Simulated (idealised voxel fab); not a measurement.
You're looking at the process module voxel released beams.
For reference, the cross-section in this document is cut, with width 175 nm and square cells of 5 nm.
We lay out every cross-section as a grid of square cells and spell it out in bands from the top down, where one band means one or more rows of cells. For a band, the entry starts with two heights in nm, that of the top and then that of the bottom, and carries on with the band's materials in order from left to right, each alongside its width in nm; the word "all across" beside a single material means it fills the band edge to edge, and "blank" means empty space. Note: height 0 marks the level under which the wafer is uniformly one material as received. Lowest band unbounded below, written "0 nm and below". Width "30 to 40": first value at the band's top row of cells, second value at its bottom row, equal change from row to row. The cross-section has no changed cell in any step marked "no modifications". Listed in "Sealed void inventory": every empty space of 8 or more cells without an open way to the top. Form: width x height at distance, the distance being from the left edge, all in nm. Text after the settings on a step's line: the simulator's own remark on that step. If you see "overlay nm" on a step's line and that step has a mask, it's telling you how far right of where it was planned the mask ended up; a negative number means it went left instead.

Steps in the process plan:
1. RECEIVE (material Si)
2. CONFORMAL_DEP (material SiN; thk nm 5)
3. DIRECTIONAL_DEP (material SiO2; thk nm 15)
4. PATTERN (tone open; mask id ANCHOR; material resist; width nm 25; thk nm 15; overlay nm 0)
5. DIRECTIONAL_ETCH (etch materials SiO2; depth nm 15)
6. STRIP (etch materials resist)
7. CONFORMAL_DEP (material TiN; thk nm 10)
8. DIRECTIONAL_DEP (material aC; thk nm 15)
9. PATTERN (tone cover; mask id BEAM; material resist; width nm 95; thk nm 30; overlay nm 0)
10. DIRECTIONAL_ETCH (etch materials aC; depth nm 15)
11. STRIP (etch materials resist)
12. DIRECTIONAL_ETCH (etch materials TiN; depth nm 10)
13. STRIP (etch materials aC)
14. STRIP (etch materials SiO2)

As received (post step 1): cross-section:
- 0 nm and below | Si all across
- Sealed void inventory: none

First of two wafers: cross-section at end of module, run per plan:
- 30 nm to 20 nm | 35 nm blank, then 15 nm TiN, then 5 nm blank, then 75 nm TiN, then 45 nm blank
- 20 nm to 15 nm | 40 nm blank, then 10 nm TiN, then 5 nm blank, then 10 nm TiN, then 110 nm blank
- 15 nm to 5 nm | 40 nm blank, then 25 nm TiN, then 110 nm blank
- 5 nm to 0 nm | SiN all across
- 0 nm and below | Si all across
- Sealed void inventory: none

Second wafer cross-section at end of module - shared start and plan with the first, one mistake in the run:
- 30 nm to 20 nm | 35 nm blank, then 40 nm TiN, then 100 nm blank
- 20 nm to 15 nm | 30 nm blank, then 10 nm TiN, then 25 nm SiO2, then 10 nm TiN, then 100 nm blank
- 15 nm to 5 nm | 30 nm blank, then 10 nm TiN, then 25 nm SiO2, then 65 nm TiN, then 45 nm blank
- 5 nm to 0 nm | SiN all across
- 0 nm and below | Si all across
- Sealed void inventory: none
Deviation noted in wafer processing: contrary to plan, step 4 was performed as PATTERN (tone cover; mask id ANCHOR; material resist; width nm 25; thk nm 15; overlay nm 0)
The closing comparison, in cells, has the second wafer with more or fewer of some materials than the first: +15 SiO2
